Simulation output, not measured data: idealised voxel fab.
process module | voxel double patterning
cross-section cut | 265 nm wide | cells 5 nm
A cross-section is a grid of square cells, given in bands from the top down. A band is one or more rows of cells.
Each band's line starts with the height of the band's top and of its bottom, in nm. Then come its materials from left to right, each with its width in nm. One material with "throughout" fills the band from edge to edge. "air" is empty space.
Height 0 is the level under which the wafer as received is all one material. The lowest band goes on downwards, as in "0 down".
A width such as "30 to 40" changes by the same amount from each row of cells to the next, from the band's top row to its bottom row.
"no change" after a step means that no cell of the cross-section changed.
closed voids: empty space of 8 cells or more with no open way to the top, each as width x height at its distance from the left edge, in nm
after a step's settings: what the simulator itself notes on the step
overlay nm, on a step with a mask: how far to the right of its planned place the mask lay; to the left if negative
plan
1 op RECEIVE | material Si
2 op CONFORMAL_DEP | material SiO2 | thk nm 5
3 op DIRECTIONAL_DEP | material W | thk nm 15
4 op DIRECTIONAL_DEP | material SiCN | thk nm 10
5 op MASKED_ETCH | tone open | mask id FIRST | width nm 15 | pitch nm 50 | etch materials SiCN | depth nm 10 | overlay nm 0
6 op MASKED_ETCH | tone open | mask id SECOND | width nm 15 | etch materials SiCN | depth nm 10 | overlay nm 0
7 op DIRECTIONAL_ETCH | etch materials W | depth nm 15
8 op STRIP | etch materials SiCN
as received, after step 1
  0 down: Si throughout
  closed voids: none
a wafer at the end: this start, this plan, one mistake
  20 to 5: W 90 | air 15 | W 20 | air 30 | W 110
  5 to 0: SiO2 throughout
  0 down: Si throughout
  closed voids: none
what went wrong: step 5 ran as: op MASKED_ETCH | tone open | mask id FIRST | width nm 15 | pitch nm 50 | etch materials SiCN | depth nm 10 | overlay nm -10
